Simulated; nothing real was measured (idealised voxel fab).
Title: Process Module voxel self aligned contacts
Cross-section cut: width 265 nm, square cells of 5 nm.
How to read a cross-section here: the picture is a grid of square cells, written as bands going from the top down, and any band can span one or more rows of cells. Each band's line starts with the height of the band's top and of its bottom, in nm. Then come its materials from left to right, each with its width in nm. One material with "all across" fills the band from edge to edge. "empty" is empty space. For the purposes of this specification, 0 denotes the height below which the wafer in its as-received condition is composed wholly of one material, and the lowermost band, lacking a lower limit, extends downward without end, as expressed in "from 0 down". A two-number width, for instance "30..40", indicates that the width is equal to the first number in the top row of the band and to the second number in the bottom row, and that it changes by a constant amount per row of cells. Any step labelled "no change occurred" changed none of the cells in the cross-section. So "Sealed internal cavities" is basically the list of trapped voids: any empty space of 8 cells or more that can't reach the top through an opening. They're written width x height at distance, the distance being from the left edge, and it's all nm. Whatever follows a step's settings on its line is a remark the simulator itself makes about that step. "overlay nm", when on a step's line for a step with a mask, measures how far to the right of its planned place the mask lay; a negative measure means to the left.

Set out below are the planned steps of the process:
| 1 | RECEIVE, material Si |
| 2 | OXIDIZE, depth nm 5 |
| 3 | DIRECTIONAL_DEP, material polySi, thk nm 20 |
| 4 | DIRECTIONAL_DEP, material SiN, thk nm 15 |
| 5 | PATTERN, tone cover, mask id GATE, material resist, width nm 35, pitch nm 70, thk nm 20, overlay nm 0 |
| 6 | DIRECTIONAL_ETCH, etch materials SiN, depth nm 15 |
| 7 | DIRECTIONAL_ETCH, etch materials polySi, depth nm 20 |
| 8 | STRIP, etch materials resist |
| 9 | CONFORMAL_DEP, material SiN, thk nm 5 |
| 10 | DIRECTIONAL_ETCH, etch materials SiN, depth nm 5 |
| 11 | FILL_DEP, material SiO2, thk nm 15 |
| 12 | CMP, height nm 40 |
| 13 | PATTERN, tone open, mask id CONTACT, material resist, width nm 45, thk nm 15, overlay nm 0 |
| 14 | DIRECTIONAL_ETCH, etch materials SiO2, depth nm 45 |
| 15 | STRIP, etch materials resist |
| 16 | CONFORMAL_DEP, material TiN, thk nm 5 |
| 17 | FILL_DEP, material Ru, thk nm 5 |
| 18 | CMP, height nm 40 |
| 19 | CONFORMAL_DEP, material SiN, thk nm 5 |

First of two wafers, with the run carried out as planned:

Incoming wafer in cross-section (state: after step 1):
	from 0 down  Si all across
	Sealed internal cavities: none

Wafer after step 2 (cross-section):
	from 0 to -5  SiO2 all across
	Below a height of -5, the structure has not been altered.

Wafer after step 3 (cross-section):
	from 20 to 0  polySi all across
	Below a height of 0, the structure has not been altered.

Wafer after step 4 (cross-section):
	from 35 to 20  SiN all across
	Below a height of 20, the structure has not been altered.

Wafer after step 5 (cross-section):
	from 55 to 35  empty (80), resist (35), empty (35), resist (35), empty (80)
	Below a height of 35, the structure has not been altered.

Wafer after step 6 (cross-section):
	from 55 to 35  empty (80), resist (35), empty (35), resist (35), empty (80)
	from 35 to 20  empty (80), SiN (35), empty (35), SiN (35), empty (80)
	Below a height of 20, the structure has not been altered.

Wafer after step 7 (cross-section):
	from 55 to 35  empty (80), resist (35), empty (35), resist (35), empty (80)
	from 35 to 20  empty (80), SiN (35), empty (35), SiN (35), empty (80)
	from 20 to 0  empty (80), polySi (35), empty (35), polySi (35), empty (80)
	Below a height of 0, the structure has not been altered.

Wafer after step 8 (cross-section):
	from 35 to 20  empty (80), SiN (35), empty (35), SiN (35), empty (80)
	Below a height of 20, the structure has not been altered.

Wafer after step 9 (cross-section):
	from 40 to 20  empty (75), SiN (45), empty (25), SiN (45), empty (75)
	from 20 to 5  empty (75), SiN (5), polySi (35), SiN (5), empty (25), SiN (5), polySi (35), SiN (5), empty (75)
	from 5 to 0  SiN (80), polySi (35), SiN (35), polySi (35), SiN (80)
	Below a height of 0, the structure has not been altered.

Wafer after step 10 (cross-section):
	from 35 to 20  empty (75), SiN (45), empty (25), SiN (45), empty (75)
	from 20 to 0  empty (75), SiN (5), polySi (35), SiN (5), empty (25), SiN (5), polySi (35), SiN (5), empty (75)
	Below a height of 0, the structure has not been altered.

Wafer after step 11 (cross-section):
	from 50 to 35  SiO2 all across
	from 35 to 20  SiO2 (75), SiN (45), SiO2 (25), SiN (45), SiO2 (75)
	from 20 to 0  SiO2 (75), SiN (5), polySi (35), SiN (5), SiO2 (25), SiN (5), polySi (35), SiN (5), SiO2 (75)
	Below a height of 0, the structure has not been altered.

Wafer after step 12 (cross-section):
	from 40 to 35  SiO2 all across
	Below a height of 35, the structure has not been altered.

Wafer after step 13 (cross-section):
	from 55 to 40  resist (110), empty (45), resist (110)
	Below a height of 40, the structure has not been altered.

Wafer after step 14 (cross-section):
	from 55 to 40  resist (110), empty (45), resist (110)
	from 40 to 35  SiO2 (110), empty (45), SiO2 (110)
	from 35 to 20  SiO2 (75), SiN (45), empty (25), SiN (45), SiO2 (75)
	from 20 to 0  SiO2 (75), SiN (5), polySi (35), SiN (5), empty (25), SiN (5), polySi (35), SiN (5), SiO2 (75)
	from 0 to -5  SiO2 (120), empty (25), SiO2 (120)
	Below a height of -5, the structure has not been altered.

Wafer after step 15 (cross-section):
	from 40 to 35  SiO2 (110), empty (45), SiO2 (110)
	Below a height of 35, the structure has not been altered.

Wafer after step 16 (cross-section):
	from 45 to 40  TiN (115), empty (35), TiN (115)
	from 40 to 35  SiO2 (110), TiN (15), empty (15), TiN (15), SiO2 (110)
	from 35 to 20  SiO2 (75), SiN (45), TiN (5), empty (15), TiN (5), SiN (45), SiO2 (75)
	from 20 to 0  SiO2 (75), SiN (5), polySi (35), SiN (5), TiN (5), empty (15), TiN (5), SiN (5), polySi (35), SiN (5), SiO2 (75)
	from 0 to -5  SiO2 (120), TiN (25), SiO2 (120)
	Below a height of -5, the structure has not been altered.

Wafer after step 17 (cross-section):
	from 50 to 45  Ru all across
	from 45 to 40  TiN (115), Ru (35), TiN (115)
	from 40 to 35  SiO2 (110), TiN (15), Ru (15), TiN (15), SiO2 (110)
	from 35 to 20  SiO2 (75), SiN (45), TiN (5), Ru (15), TiN (5), SiN (45), SiO2 (75)
	from 20 to 0  SiO2 (75), SiN (5), polySi (35), SiN (5), TiN (5), Ru (15), TiN (5), SiN (5), polySi (35), SiN (5), SiO2 (75)
	Below a height of 0, the structure has not been altered.

Wafer after step 18 (cross-section):
	from 40 to 35  SiO2 (110), TiN (15), Ru (15), TiN (15), SiO2 (110)
	Below a height of 35, the structure has not been altered.

Wafer after step 19 (cross-section):
	from 45 to 40  SiN all across
	Below a height of 40, the structure has not been altered.

It is to be noted that the second wafer proceeded from the same initial state and according to the same plan as the first, although one mistake was committed in its execution; through step 10, inclusive, the two wafers share an identical history:

What the second wafer looks like in cross-section when step 11 should have wrapped up:
	from 50 to 20  SiN all across
	from 20 to 0  SiN (80), polySi (35), SiN (35), polySi (35), SiN (80)
	Below a height of 0, the structure has not been altered.

What the second wafer looks like in cross-section when step 12 should have wrapped up:
	from 40 to 20  SiN all across
	Below a height of 20, the structure has not been altered.

What the second wafer looks like in cross-section when step 13 should have wrapped up:
	from 55 to 40  resist (110), empty (45), resist (110)
	Below a height of 40, the structure has not been altered.

What the second wafer looks like in cross-section when step 14 should have wrapped up: no change occurred

What the second wafer looks like in cross-section when step 15 should have wrapped up:
	from 40 to 20  SiN all across
	Below a height of 20, the structure has not been altered.

What the second wafer looks like in cross-section when step 16 should have wrapped up:
	from 45 to 40  TiN all across
	Below a height of 40, the structure has not been altered.

What the second wafer looks like in cross-section when step 17 should have wrapped up:
	from 50 to 45  Ru all across
	Below a height of 45, the structure has not been altered.

What the second wafer looks like in cross-section when step 18 should have wrapped up:
	from 40 to 20  SiN all across
	Below a height of 20, the structure has not been altered.

What the second wafer looks like in cross-section when step 19 should have wrapped up:
	from 45 to 20  SiN all across
	Below a height of 20, the structure has not been altered.
Processing error: step 11, actual vs plan mismatch, actual run FILL_DEP, material SiN, thk nm 15
Count the cells at the end and the second wafer has more or fewer of some materials than the first: Ru: 24 fewer, SiN: 298 more, SiO2: 249 fewer, TiN: 25 fewer
